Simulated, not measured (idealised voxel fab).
Name of the process module below: voxel wiring stack
It is cross-section cut that appears here, measuring 230 nm in width, its square cells being 5 nm in size.
Cross-section = grid of square cells, listed top down in bands; band = one or more rows.
Quick guide to a band line: top height, bottom height (nm) up front; then every material left to right with its width in nm. Only one material and it's marked "edge to edge"? Then it fills the band edge to edge. And "empty" just means empty space.
Beneath 0, the wafer as received is one material, and that level is where height counting begins. The lowest band goes on downward without a bottom; it is written like "z 0 and below".
The expression "30..40" gives the width at the extremes of the band, the first number at its top row of cells and the second at its bottom row, with the width changing by equal amounts from each row to the next in between.
Reading "remained the same" for a step: not a cell of the cross-section changed in it.
Basically, "Enclosed voids" tells you about the enclosed voids: empty spaces with no open way to the top, 8 cells or bigger, each written width x height at distance, where distance is from the left edge, all in nm.
The remark found on a step's line after its settings is issued by the simulator itself and pertains to that step.
The line of a step may include "overlay nm". On a step with a mask, this value is how far to the right of its planned place the mask lay. A negative value means the mask lay to the left.

[The steps planned for the process are as follows]
- 1: RECEIVE,material Si
- 2: CONFORMAL_DEP,material SiO2,thk nm 10
- 3: DIRECTIONAL_DEP,material TiN,thk nm 5
- 4: DIRECTIONAL_DEP,material W,thk nm 25
- 5: MASKED_ETCH,tone cover,mask id METAL_1,width nm 25,pitch nm 40,etch materials W,depth nm 25,overlay nm 0
- 6: MASKED_ETCH,tone cover,mask id METAL_1,width nm 25,pitch nm 40,etch materials TiN,depth nm 5,overlay nm 0
- 7: CONFORMAL_DEP,material SiCN,thk nm 5
- 8: FILL_DEP,material lowk,thk nm 10
- 9: CMP,height nm 40
- 10: CONFORMAL_DEP,material SiCN,thk nm 5
- 11: DIRECTIONAL_DEP,material SiO2,thk nm 10
- 12: PATTERN,tone open,mask id PLUG_1,material resist,width nm 15,thk nm 20,overlay nm 0
- 13: DIRECTIONAL_ETCH,etch materials SiO2,depth nm 10
- 14: DIRECTIONAL_ETCH,etch materials SiCN,depth nm 5
- 15: STRIP,etch materials resist
- 16: CONFORMAL_DEP,material TiN,thk nm 5
- 17: FILL_DEP,material Ru,thk nm 5
- 18: CMP,height nm 55
- 19: CONFORMAL_DEP,material SiCN,thk nm 5
- 20: DIRECTIONAL_DEP,material lowk,thk nm 25
- 21: MASKED_ETCH,tone open,mask id METAL_2,width nm 25,pitch nm 40,etch materials lowk,depth nm 25,overlay nm 0
- 22: MASKED_ETCH,tone open,mask id METAL_2,width nm 25,pitch nm 40,etch materials SiCN,depth nm 5,overlay nm 0
- 23: CONFORMAL_DEP,material TiN,thk nm 5
- 24: FILL_DEP,material Cu,thk nm 5
- 25: CMP,height nm 85
- 26: CONFORMAL_DEP,material SiCN,thk nm 5
- 27: DIRECTIONAL_DEP,material lowk,thk nm 10
- 28: MASKED_ETCH,tone open,mask id PLUG_2,width nm 15,etch materials lowk,depth nm 10,overlay nm 0
- 29: MASKED_ETCH,tone open,mask id PLUG_2,width nm 15,etch materials SiCN,depth nm 5,overlay nm 0
- 30: CONFORMAL_DEP,material TiN,thk nm 5
- 31: FILL_DEP,material Cu,thk nm 5
- 32: CMP,height nm 100
- 33: DIRECTIONAL_DEP,material TiN,thk nm 5
- 34: DIRECTIONAL_DEP,material W,thk nm 25
- 35: DIRECTIONAL_DEP,material aC,thk nm 10
- 36: PATTERN,tone cover,mask id METAL_3,material resist,width nm 25,pitch nm 40,thk nm 25,overlay nm 0
- 37: DIRECTIONAL_ETCH,etch materials aC,depth nm 10
- 38: STRIP,etch materials resist
- 39: DIRECTIONAL_ETCH,etch materials W,depth nm 25
- 40: DIRECTIONAL_ETCH,etch materials TiN,depth nm 5
- 41: STRIP,etch materials aC
- 42: FILL_DEP,material lowk,thk nm 10
- 43: CMP,height nm 130
- 44: CONFORMAL_DEP,material SiCN,thk nm 5
- 45: DIRECTIONAL_DEP,material lowk,thk nm 10
- 46: MASKED_ETCH,tone open,mask id PLUG_3,width nm 15,etch materials lowk,depth nm 10,overlay nm 0
- 47: MASKED_ETCH,tone open,mask id PLUG_3,width nm 15,etch materials SiCN,depth nm 5,overlay nm 0
- 48: CONFORMAL_DEP,material TiN,thk nm 5
- 49: FILL_DEP,material W,thk nm 10
- 50: CMP,height nm 145
- 51: CONFORMAL_DEP,material SiN,thk nm 5
- 52: DIRECTIONAL_DEP,material SiO2,thk nm 25
- 53: MASKED_ETCH,tone open,mask id METAL_4,width nm 25,pitch nm 40,etch materials SiO2,depth nm 25,overlay nm 0
- 54: MASKED_ETCH,tone open,mask id METAL_4,width nm 25,pitch nm 40,etch materials SiN,depth nm 5,overlay nm 0
- 55: CONFORMAL_DEP,material TiN,thk nm 5
- 56: FILL_DEP,material Ru,thk nm 10
- 57: CMP,height nm 175
- 58: EPI,material Ru,thk nm 5
- 59: FILL_DEP,material SiCN,thk nm 5

[On the first of the two wafers: run conducted according to plan]

[Cross-section: wafer on arrival = after step 1]
> z 0 and below = Si edge to edge
> Enclosed voids: none

[Cross-section through the wafer, step 2 finished]
> z 10 to 0 = SiO2 edge to edge
> Lower than 0, everything is as it was.

[Cross-section through the wafer, step 3 finished]
> z 15 to 10 = TiN edge to edge
> Lower than 10, everything is as it was.

[Cross-section through the wafer, step 4 finished]
> z 40 to 15 = W edge to edge
> Lower than 15, everything is as it was.

[Cross-section through the wafer, step 5 finished]
> z 40 to 15 = empty 80 nm | W 25 nm | empty 15 nm | W 25 nm | empty 85 nm
> Lower than 15, everything is as it was.

[Cross-section through the wafer, step 6 finished]
> z 40 to 15 = empty 80 nm | W 25 nm | empty 15 nm | W 25 nm | empty 85 nm
> z 15 to 10 = empty 80 nm | TiN 25 nm | empty 15 nm | TiN 25 nm | empty 85 nm
> Lower than 10, everything is as it was.

[Cross-section through the wafer, step 7 finished]
> z 45 to 40 = empty 75 nm | SiCN 35 nm | empty 5 nm | SiCN 35 nm | empty 80 nm
> z 40 to 15 = empty 75 nm | SiCN 5 nm | W 25 nm | SiCN 5 nm | empty 5 nm | SiCN 5 nm | W 25 nm | SiCN 5 nm | empty 80 nm
> z 15 to 10 = SiCN 80 nm | TiN 25 nm | SiCN 15 nm | TiN 25 nm | SiCN 85 nm
> Lower than 10, everything is as it was.

[Cross-section through the wafer, step 8 finished]
> z 55 to 45 = lowk edge to edge
> z 45 to 40 = lowk 75 nm | SiCN 35 nm | lowk 5 nm | SiCN 35 nm | lowk 80 nm
> z 40 to 15 = lowk 75 nm | SiCN 5 nm | W 25 nm | SiCN 5 nm | lowk 5 nm | SiCN 5 nm | W 25 nm | SiCN 5 nm | lowk 80 nm
> Lower than 15, everything is as it was.

[Cross-section through the wafer, step 9 finished]
> z 40 to 15 = lowk 75 nm | SiCN 5 nm | W 25 nm | SiCN 5 nm | lowk 5 nm | SiCN 5 nm | W 25 nm | SiCN 5 nm | lowk 80 nm
> Lower than 15, everything is as it was.

[Cross-section through the wafer, step 10 finished]
> z 45 to 40 = SiCN edge to edge
> Lower than 40, everything is as it was.

[Cross-section through the wafer, step 11 finished]
> z 55 to 45 = SiO2 edge to edge
> Lower than 45, everything is as it was.

[Cross-section through the wafer, step 12 finished]
> z 75 to 55 = resist 80 nm | empty 15 nm | resist 135 nm
> Lower than 55, everything is as it was.

[Cross-section through the wafer, step 13 finished]
> z 75 to 55 = resist 80 nm | empty 15 nm | resist 135 nm
> z 55 to 45 = SiO2 80 nm | empty 15 nm | SiO2 135 nm
> Lower than 45, everything is as it was.

[Cross-section through the wafer, step 14 finished]
> z 75 to 55 = resist 80 nm | empty 15 nm | resist 135 nm
> z 55 to 45 = SiO2 80 nm | empty 15 nm | SiO2 135 nm
> z 45 to 40 = SiCN 80 nm | empty 15 nm | SiCN 135 nm
> Lower than 40, everything is as it was.

[Cross-section through the wafer, step 15 finished]
> z 55 to 45 = SiO2 80 nm | empty 15 nm | SiO2 135 nm
> Lower than 45, everything is as it was.

[Cross-section through the wafer, step 16 finished]
> z 60 to 55 = TiN 85 nm | empty 5 nm | TiN 140 nm
> z 55 to 45 = SiO2 80 nm | TiN 5 nm | empty 5 nm | TiN 5 nm | SiO2 135 nm
> z 45 to 40 = SiCN 80 nm | TiN 15 nm | SiCN 135 nm
> Lower than 40, everything is as it was.

[Cross-section through the wafer, step 17 finished]
> z 65 to 60 = Ru edge to edge
> z 60 to 55 = TiN 85 nm | Ru 5 nm | TiN 140 nm
> z 55 to 45 = SiO2 80 nm | TiN 5 nm | Ru 5 nm | TiN 5 nm | SiO2 135 nm
> Lower than 45, everything is as it was.

[Cross-section through the wafer, step 18 finished]
> z 55 to 45 = SiO2 80 nm | TiN 5 nm | Ru 5 nm | TiN 5 nm | SiO2 135 nm
> Lower than 45, everything is as it was.

[Cross-section through the wafer, step 19 finished]
> z 60 to 55 = SiCN edge to edge
> Lower than 55, everything is as it was.

[Cross-section through the wafer, step 20 finished]
> z 85 to 60 = lowk edge to edge
> Lower than 60, everything is as it was.

[Cross-section through the wafer, step 21 finished]
> z 85 to 60 = lowk 80 nm | empty 25 nm | lowk 15 nm | empty 25 nm | lowk 85 nm
> Lower than 60, everything is as it was.

[Cross-section through the wafer, step 22 finished]
> z 85 to 60 = lowk 80 nm | empty 25 nm | lowk 15 nm | empty 25 nm | lowk 85 nm
> z 60 to 55 = SiCN 80 nm | empty 25 nm | SiCN 15 nm | empty 25 nm | SiCN 85 nm
> Lower than 55, everything is as it was.

[Cross-section through the wafer, step 23 finished]
> z 90 to 85 = TiN 85 nm | empty 15 nm | TiN 25 nm | empty 15 nm | TiN 90 nm
> z 85 to 60 = lowk 80 nm | TiN 5 nm | empty 15 nm | TiN 5 nm | lowk 15 nm | TiN 5 nm | empty 15 nm | TiN 5 nm | lowk 85 nm
> z 60 to 55 = SiCN 80 nm | TiN 25 nm | SiCN 15 nm | TiN 25 nm | SiCN 85 nm
> Lower than 55, everything is as it was.

[Cross-section through the wafer, step 24 finished]
> z 95 to 90 = Cu edge to edge
> z 90 to 85 = TiN 85 nm | Cu 15 nm | TiN 25 nm | Cu 15 nm | TiN 90 nm
> z 85 to 60 = lowk 80 nm | TiN 5 nm | Cu 15 nm | TiN 5 nm | lowk 15 nm | TiN 5 nm | Cu 15 nm | TiN 5 nm | lowk 85 nm
> Lower than 60, everything is as it was.

[Cross-section through the wafer, step 25 finished]
> z 85 to 60 = lowk 80 nm | TiN 5 nm | Cu 15 nm | TiN 5 nm | lowk 15 nm | TiN 5 nm | Cu 15 nm | TiN 5 nm | lowk 85 nm
> Lower than 60, everything is as it was.

[Cross-section through the wafer, step 26 finished]
> z 90 to 85 = SiCN edge to edge
> Lower than 85, everything is as it was.

[Cross-section through the wafer, step 27 finished]
> z 100 to 90 = lowk edge to edge
> Lower than 90, everything is as it was.

[Cross-section through the wafer, step 28 finished]
> z 100 to 90 = lowk 80 nm | empty 15 nm | lowk 135 nm
> Lower than 90, everything is as it was.

[Cross-section through the wafer, step 29 finished]
> z 100 to 90 = lowk 80 nm | empty 15 nm | lowk 135 nm
> z 90 to 85 = SiCN 80 nm | empty 15 nm | SiCN 135 nm
> Lower than 85, everything is as it was.

[Cross-section through the wafer, step 30 finished]
> z 105 to 100 = TiN 85 nm | empty 5 nm | TiN 140 nm
> z 100 to 90 = lowk 80 nm | TiN 5 nm | empty 5 nm | TiN 5 nm | lowk 135 nm
> z 90 to 85 = SiCN 80 nm | TiN 15 nm | SiCN 135 nm
> Lower than 85, everything is as it was.

[Cross-section through the wafer, step 31 finished]
> z 110 to 105 = Cu edge to edge
> z 105 to 100 = TiN 85 nm | Cu 5 nm | TiN 140 nm
> z 100 to 90 = lowk 80 nm | TiN 5 nm | Cu 5 nm | TiN 5 nm | lowk 135 nm
> Lower than 90, everything is as it was.

[Cross-section through the wafer, step 32 finished]
> z 100 to 90 = lowk 80 nm | TiN 5 nm | Cu 5 nm | TiN 5 nm | lowk 135 nm
> Lower than 90, everything is as it was.

[Cross-section through the wafer, step 33 finished]
> z 105 to 100 = TiN edge to edge
> Lower than 100, everything is as it was.

[Cross-section through the wafer, step 34 finished]
> z 130 to 105 = W edge to edge
> Lower than 105, everything is as it was.

[Cross-section through the wafer, step 35 finished]
> z 140 to 130 = aC edge to edge
> Lower than 130, everything is as it was.

[Cross-section through the wafer, step 36 finished]
> z 165 to 140 = empty 80 nm | resist 25 nm | empty 15 nm | resist 25 nm | empty 85 nm
> Lower than 140, everything is as it was.

[Cross-section through the wafer, step 37 finished]
> z 155 to 140 = empty 80 nm | resist 25 nm | empty 15 nm | resist 25 nm | empty 85 nm
> z 140 to 130 = empty 80 nm | aC 25 nm | empty 15 nm | aC 25 nm | empty 85 nm
> Lower than 130, everything is as it was.

[Cross-section through the wafer, step 38 finished]
> z 140 to 130 = empty 80 nm | aC 25 nm | empty 15 nm | aC 25 nm | empty 85 nm
> Lower than 130, everything is as it was.

[Cross-section through the wafer, step 39 finished]
> z 140 to 130 = empty 80 nm | aC 25 nm | empty 15 nm | aC 25 nm | empty 85 nm
> z 130 to 105 = empty 80 nm | W 25 nm | empty 15 nm | W 25 nm | empty 85 nm
> Lower than 105, everything is as it was.

[Cross-section through the wafer, step 40 finished]
> z 140 to 130 = empty 80 nm | aC 25 nm | empty 15 nm | aC 25 nm | empty 85 nm
> z 130 to 105 = empty 80 nm | W 25 nm | empty 15 nm | W 25 nm | empty 85 nm
> z 105 to 100 = empty 80 nm | TiN 25 nm | empty 15 nm | TiN 25 nm | empty 85 nm
> Lower than 100, everything is as it was.

[Cross-section through the wafer, step 41 finished]
> z 130 to 105 = empty 80 nm | W 25 nm | empty 15 nm | W 25 nm | empty 85 nm
> Lower than 105, everything is as it was.

[Cross-section through the wafer, step 42 finished]
> z 140 to 130 = lowk edge to edge
> z 130 to 105 = lowk 80 nm | W 25 nm | lowk 15 nm | W 25 nm | lowk 85 nm
> z 105 to 100 = lowk 80 nm | TiN 25 nm | lowk 15 nm | TiN 25 nm | lowk 85 nm
> Lower than 100, everything is as it was.

[Cross-section through the wafer, step 43 finished]
> z 130 to 105 = lowk 80 nm | W 25 nm | lowk 15 nm | W 25 nm | lowk 85 nm
> Lower than 105, everything is as it was.

[Cross-section through the wafer, step 44 finished]
> z 135 to 130 = SiCN edge to edge
> Lower than 130, everything is as it was.

[Cross-section through the wafer, step 45 finished]
> z 145 to 135 = lowk edge to edge
> Lower than 135, everything is as it was.

[Cross-section through the wafer, step 46 finished]
> z 145 to 135 = lowk 80 nm | empty 15 nm | lowk 135 nm
> Lower than 135, everything is as it was.

[Cross-section through the wafer, step 47 finished]
> z 145 to 135 = lowk 80 nm | empty 15 nm | lowk 135 nm
> z 135 to 130 = SiCN 80 nm | empty 15 nm | SiCN 135 nm
> Lower than 130, everything is as it was.

[Cross-section through the wafer, step 48 finished]
> z 150 to 145 = TiN 85 nm | empty 5 nm | TiN 140 nm
> z 145 to 135 = lowk 80 nm | TiN 5 nm | empty 5 nm | TiN 5 nm | lowk 135 nm
> z 135 to 130 = SiCN 80 nm | TiN 15 nm | SiCN 135 nm
> Lower than 130, everything is as it was.

[Cross-section through the wafer, step 49 finished]
> z 160 to 150 = W edge to edge
> z 150 to 145 = TiN 85 nm | W 5 nm | TiN 140 nm
> z 145 to 135 = lowk 80 nm | TiN 5 nm | W 5 nm | TiN 5 nm | lowk 135 nm
> Lower than 135, everything is as it was.

[Cross-section through the wafer, step 50 finished]
> z 145 to 135 = lowk 80 nm | TiN 5 nm | W 5 nm | TiN 5 nm | lowk 135 nm
> Lower than 135, everything is as it was.

[Cross-section through the wafer, step 51 finished]
> z 150 to 145 = SiN edge to edge
> Lower than 145, everything is as it was.

[Cross-section through the wafer, step 52 finished]
> z 175 to 150 = SiO2 edge to edge
> Lower than 150, everything is as it was.

[Cross-section through the wafer, step 53 finished]
> z 175 to 150 = SiO2 80 nm | empty 25 nm | SiO2 15 nm | empty 25 nm | SiO2 85 nm
> Lower than 150, everything is as it was.

[Cross-section through the wafer, step 54 finished]
> z 175 to 150 = SiO2 80 nm | empty 25 nm | SiO2 15 nm | empty 25 nm | SiO2 85 nm
> z 150 to 145 = SiN 80 nm | empty 25 nm | SiN 15 nm | empty 25 nm | SiN 85 nm
> Lower than 145, everything is as it was.

[Cross-section through the wafer, step 55 finished]
> z 180 to 175 = TiN 85 nm | empty 15 nm | TiN 25 nm | empty 15 nm | TiN 90 nm
> z 175 to 150 = SiO2 80 nm | TiN 5 nm | empty 15 nm | TiN 5 nm | SiO2 15 nm | TiN 5 nm | empty 15 nm | TiN 5 nm | SiO2 85 nm
> z 150 to 145 = SiN 80 nm | TiN 25 nm | SiN 15 nm | TiN 25 nm | SiN 85 nm
> Lower than 145, everything is as it was.

[Cross-section through the wafer, step 56 finished]
> z 190 to 180 = Ru edge to edge
> z 180 to 175 = TiN 85 nm | Ru 15 nm | TiN 25 nm | Ru 15 nm | TiN 90 nm
> z 175 to 150 = SiO2 80 nm | TiN 5 nm | Ru 15 nm | TiN 5 nm | SiO2 15 nm | TiN 5 nm | Ru 15 nm | TiN 5 nm | SiO2 85 nm
> Lower than 150, everything is as it was.

[Cross-section through the wafer, step 57 finished]
> z 175 to 150 = SiO2 80 nm | TiN 5 nm | Ru 15 nm | TiN 5 nm | SiO2 15 nm | TiN 5 nm | Ru 15 nm | TiN 5 nm | SiO2 85 nm
> Lower than 150, everything is as it was.

[Cross-section through the wafer, step 58 finished]
> z 180 to 175 = empty 75 nm | Ru 35 nm | empty 5 nm | Ru 35 nm | empty 80 nm
> Lower than 175, everything is as it was.

[Cross-section through the wafer, step 59 finished]
> z 185 to 180 = SiCN edge to edge
> z 180 to 175 = SiCN 75 nm | Ru 35 nm | SiCN 5 nm | Ru 35 nm | SiCN 80 nm
> Lower than 175, everything is as it was.

[Second wafer - shared start and plan with the first - one error in running - same as the first up to step 8 inclusive]

Second wafer, sectioned view, at step 9's planned end time: remained the same

[Second wafer, sectioned view, at step 10's planned end time]
> z 60 to 55 = SiCN edge to edge
> Lower than 55, everything is as it was.

[Second wafer, sectioned view, at step 11's planned end time]
> z 70 to 60 = SiO2 edge to edge
> Lower than 60, everything is as it was.

[Second wafer, sectioned view, at step 12's planned end time]
> z 90 to 70 = resist 80 nm | empty 15 nm | resist 135 nm
> Lower than 70, everything is as it was.

[Second wafer, sectioned view, at step 13's planned end time]
> z 90 to 70 = resist 80 nm | empty 15 nm | resist 135 nm
> z 70 to 60 = SiO2 80 nm | empty 15 nm | SiO2 135 nm
> Lower than 60, everything is as it was.

[Second wafer, sectioned view, at step 14's planned end time]
> z 90 to 70 = resist 80 nm | empty 15 nm | resist 135 nm
> z 70 to 60 = SiO2 80 nm | empty 15 nm | SiO2 135 nm
> z 60 to 55 = SiCN 80 nm | empty 15 nm | SiCN 135 nm
> Lower than 55, everything is as it was.

[Second wafer, sectioned view, at step 15's planned end time]
> z 70 to 60 = SiO2 80 nm | empty 15 nm | SiO2 135 nm
> Lower than 60, everything is as it was.

[Second wafer, sectioned view, at step 16's planned end time]
> z 75 to 70 = TiN 85 nm | empty 5 nm | TiN 140 nm
> z 70 to 60 = SiO2 80 nm | TiN 5 nm | empty 5 nm | TiN 5 nm | SiO2 135 nm
> z 60 to 55 = SiCN 80 nm | TiN 15 nm | SiCN 135 nm
> Lower than 55, everything is as it was.

[Second wafer, sectioned view, at step 17's planned end time]
> z 80 to 75 = Ru edge to edge
> z 75 to 70 = TiN 85 nm | Ru 5 nm | TiN 140 nm
> z 70 to 60 = SiO2 80 nm | TiN 5 nm | Ru 5 nm | TiN 5 nm | SiO2 135 nm
> Lower than 60, everything is as it was.

[Second wafer, sectioned view, at step 18's planned end time]
> z 55 to 45 = lowk edge to edge
> Lower than 45, everything is as it was.

[Second wafer, sectioned view, at step 19's planned end time]
> z 60 to 55 = SiCN edge to edge
> Lower than 55, everything is as it was.

[Second wafer, sectioned view, at step 20's planned end time]
> z 85 to 60 = lowk edge to edge
> Lower than 60, everything is as it was.

[Second wafer, sectioned view, at step 21's planned end time]
> z 85 to 60 = lowk 80 nm | empty 25 nm | lowk 15 nm | empty 25 nm | lowk 85 nm
> Lower than 60, everything is as it was.

[Second wafer, sectioned view, at step 22's planned end time]
> z 85 to 60 = lowk 80 nm | empty 25 nm | lowk 15 nm | empty 25 nm | lowk 85 nm
> z 60 to 55 = SiCN 80 nm | empty 25 nm | SiCN 15 nm | empty 25 nm | SiCN 85 nm
> Lower than 55, everything is as it was.

[Second wafer, sectioned view, at step 23's planned end time]
> z 90 to 85 = TiN 85 nm | empty 15 nm | TiN 25 nm | empty 15 nm | TiN 90 nm
> z 85 to 60 = lowk 80 nm | TiN 5 nm | empty 15 nm | TiN 5 nm | lowk 15 nm | TiN 5 nm | empty 15 nm | TiN 5 nm | lowk 85 nm
> z 60 to 55 = SiCN 80 nm | TiN 25 nm | SiCN 15 nm | TiN 25 nm | SiCN 85 nm
> Lower than 55, everything is as it was.

[Second wafer, sectioned view, at step 24's planned end time]
> z 95 to 90 = Cu edge to edge
> z 90 to 85 = TiN 85 nm | Cu 15 nm | TiN 25 nm | Cu 15 nm | TiN 90 nm
> z 85 to 60 = lowk 80 nm | TiN 5 nm | Cu 15 nm | TiN 5 nm | lowk 15 nm | TiN 5 nm | Cu 15 nm | TiN 5 nm | lowk 85 nm
> Lower than 60, everything is as it was.

[Second wafer, sectioned view, at step 25's planned end time]
> z 85 to 60 = lowk 80 nm | TiN 5 nm | Cu 15 nm | TiN 5 nm | lowk 15 nm | TiN 5 nm | Cu 15 nm | TiN 5 nm | lowk 85 nm
> Lower than 60, everything is as it was.

[Second wafer, sectioned view, at step 26's planned end time]
> z 90 to 85 = SiCN edge to edge
> Lower than 85, everything is as it was.

[Second wafer, sectioned view, at step 27's planned end time]
> z 100 to 90 = lowk edge to edge
> Lower than 90, everything is as it was.

[Second wafer, sectioned view, at step 28's planned end time]
> z 100 to 90 = lowk 80 nm | empty 15 nm | lowk 135 nm
> Lower than 90, everything is as it was.

[Second wafer, sectioned view, at step 29's planned end time]
> z 100 to 90 = lowk 80 nm | empty 15 nm | lowk 135 nm
> z 90 to 85 = SiCN 80 nm | empty 15 nm | SiCN 135 nm
> Lower than 85, everything is as it was.

[Second wafer, sectioned view, at step 30's planned end time]
> z 105 to 100 = TiN 85 nm | empty 5 nm | TiN 140 nm
> z 100 to 90 = lowk 80 nm | TiN 5 nm | empty 5 nm | TiN 5 nm | lowk 135 nm
> z 90 to 85 = SiCN 80 nm | TiN 15 nm | SiCN 135 nm
> Lower than 85, everything is as it was.

[Second wafer, sectioned view, at step 31's planned end time]
> z 110 to 105 = Cu edge to edge
> z 105 to 100 = TiN 85 nm | Cu 5 nm | TiN 140 nm
> z 100 to 90 = lowk 80 nm | TiN 5 nm | Cu 5 nm | TiN 5 nm | lowk 135 nm
> Lower than 90, everything is as it was.

[Second wafer, sectioned view, at step 32's planned end time]
> z 100 to 90 = lowk 80 nm | TiN 5 nm | Cu 5 nm | TiN 5 nm | lowk 135 nm
> Lower than 90, everything is as it was.

[Second wafer, sectioned view, at step 33's planned end time]
> z 105 to 100 = TiN edge to edge
> Lower than 100, everything is as it was.

[Second wafer, sectioned view, at step 34's planned end time]
> z 130 to 105 = W edge to edge
> Lower than 105, everything is as it was.

[Second wafer, sectioned view, at step 35's planned end time]
> z 140 to 130 = aC edge to edge
> Lower than 130, everything is as it was.

[Second wafer, sectioned view, at step 36's planned end time]
> z 165 to 140 = empty 80 nm | resist 25 nm | empty 15 nm | resist 25 nm | empty 85 nm
> Lower than 140, everything is as it was.

[Second wafer, sectioned view, at step 37's planned end time]
> z 155 to 140 = empty 80 nm | resist 25 nm | empty 15 nm | resist 25 nm | empty 85 nm
> z 140 to 130 = empty 80 nm | aC 25 nm | empty 15 nm | aC 25 nm | empty 85 nm
> Lower than 130, everything is as it was.

[Second wafer, sectioned view, at step 38's planned end time]
> z 140 to 130 = empty 80 nm | aC 25 nm | empty 15 nm | aC 25 nm | empty 85 nm
> Lower than 130, everything is as it was.

[Second wafer, sectioned view, at step 39's planned end time]
> z 140 to 130 = empty 80 nm | aC 25 nm | empty 15 nm | aC 25 nm | empty 85 nm
> z 130 to 105 = empty 80 nm | W 25 nm | empty 15 nm | W 25 nm | empty 85 nm
> Lower than 105, everything is as it was.

[Second wafer, sectioned view, at step 40's planned end time]
> z 140 to 130 = empty 80 nm | aC 25 nm | empty 15 nm | aC 25 nm | empty 85 nm
> z 130 to 105 = empty 80 nm | W 25 nm | empty 15 nm | W 25 nm | empty 85 nm
> z 105 to 100 = empty 80 nm | TiN 25 nm | empty 15 nm | TiN 25 nm | empty 85 nm
> Lower than 100, everything is as it was.

[Second wafer, sectioned view, at step 41's planned end time]
> z 130 to 105 = empty 80 nm | W 25 nm | empty 15 nm | W 25 nm | empty 85 nm
> Lower than 105, everything is as it was.

[Second wafer, sectioned view, at step 42's planned end time]
> z 140 to 130 = lowk edge to edge
> z 130 to 105 = lowk 80 nm | W 25 nm | lowk 15 nm | W 25 nm | lowk 85 nm
> z 105 to 100 = lowk 80 nm | TiN 25 nm | lowk 15 nm | TiN 25 nm | lowk 85 nm
> Lower than 100, everything is as it was.

[Second wafer, sectioned view, at step 43's planned end time]
> z 130 to 105 = lowk 80 nm | W 25 nm | lowk 15 nm | W 25 nm | lowk 85 nm
> Lower than 105, everything is as it was.

[Second wafer, sectioned view, at step 44's planned end time]
> z 135 to 130 = SiCN edge to edge
> Lower than 130, everything is as it was.

[Second wafer, sectioned view, at step 45's planned end time]
> z 145 to 135 = lowk edge to edge
> Lower than 135, everything is as it was.

[Second wafer, sectioned view, at step 46's planned end time]
> z 145 to 135 = lowk 80 nm | empty 15 nm | lowk 135 nm
> Lower than 135, everything is as it was.

[Second wafer, sectioned view, at step 47's planned end time]
> z 145 to 135 = lowk 80 nm | empty 15 nm | lowk 135 nm
> z 135 to 130 = SiCN 80 nm | empty 15 nm | SiCN 135 nm
> Lower than 130, everything is as it was.

[Second wafer, sectioned view, at step 48's planned end time]
> z 150 to 145 = TiN 85 nm | empty 5 nm | TiN 140 nm
> z 145 to 135 = lowk 80 nm | TiN 5 nm | empty 5 nm | TiN 5 nm | lowk 135 nm
> z 135 to 130 = SiCN 80 nm | TiN 15 nm | SiCN 135 nm
> Lower than 130, everything is as it was.

[Second wafer, sectioned view, at step 49's planned end time]
> z 160 to 150 = W edge to edge
> z 150 to 145 = TiN 85 nm | W 5 nm | TiN 140 nm
> z 145 to 135 = lowk 80 nm | TiN 5 nm | W 5 nm | TiN 5 nm | lowk 135 nm
> Lower than 135, everything is as it was.

[Second wafer, sectioned view, at step 50's planned end time]
> z 145 to 135 = lowk 80 nm | TiN 5 nm | W 5 nm | TiN 5 nm | lowk 135 nm
> Lower than 135, everything is as it was.

[Second wafer, sectioned view, at step 51's planned end time]
> z 150 to 145 = SiN edge to edge
> Lower than 145, everything is as it was.

[Second wafer, sectioned view, at step 52's planned end time]
> z 175 to 150 = SiO2 edge to edge
> Lower than 150, everything is as it was.

[Second wafer, sectioned view, at step 53's planned end time]
> z 175 to 150 = SiO2 80 nm | empty 25 nm | SiO2 15 nm | empty 25 nm | SiO2 85 nm
> Lower than 150, everything is as it was.

[Second wafer, sectioned view, at step 54's planned end time]
> z 175 to 150 = SiO2 80 nm | empty 25 nm | SiO2 15 nm | empty 25 nm | SiO2 85 nm
> z 150 to 145 = SiN 80 nm | empty 25 nm | SiN 15 nm | empty 25 nm | SiN 85 nm
> Lower than 145, everything is as it was.

[Second wafer, sectioned view, at step 55's planned end time]
> z 180 to 175 = TiN 85 nm | empty 15 nm | TiN 25 nm | empty 15 nm | TiN 90 nm
> z 175 to 150 = SiO2 80 nm | TiN 5 nm | empty 15 nm | TiN 5 nm | SiO2 15 nm | TiN 5 nm | empty 15 nm | TiN 5 nm | SiO2 85 nm
> z 150 to 145 = SiN 80 nm | TiN 25 nm | SiN 15 nm | TiN 25 nm | SiN 85 nm
> Lower than 145, everything is as it was.

[Second wafer, sectioned view, at step 56's planned end time]
> z 190 to 180 = Ru edge to edge
> z 180 to 175 = TiN 85 nm | Ru 15 nm | TiN 25 nm | Ru 15 nm | TiN 90 nm
> z 175 to 150 = SiO2 80 nm | TiN 5 nm | Ru 15 nm | TiN 5 nm | SiO2 15 nm | TiN 5 nm | Ru 15 nm | TiN 5 nm | SiO2 85 nm
> Lower than 150, everything is as it was.

[Second wafer, sectioned view, at step 57's planned end time]
> z 175 to 150 = SiO2 80 nm | TiN 5 nm | Ru 15 nm | TiN 5 nm | SiO2 15 nm | TiN 5 nm | Ru 15 nm | TiN 5 nm | SiO2 85 nm
> Lower than 150, everything is as it was.

[Second wafer, sectioned view, at step 58's planned end time]
> z 180 to 175 = empty 75 nm | Ru 35 nm | empty 5 nm | Ru 35 nm | empty 80 nm
> Lower than 175, everything is as it was.

[Second wafer, sectioned view, at step 59's planned end time]
> z 185 to 180 = SiCN edge to edge
> z 180 to 175 = SiCN 75 nm | Ru 35 nm | SiCN 5 nm | Ru 35 nm | SiCN 80 nm
> Lower than 175, everything is as it was.
Want to know what went wrong? it should be noted that step 9 of the plan was omitted and was not performed
Final wafer comparison in cells, second versus first, more or fewer per material: Ru: 2 fewer; SiCN: 29 fewer; SiO2: 86 fewer; TiN: 7 fewer; lowk: 124 more
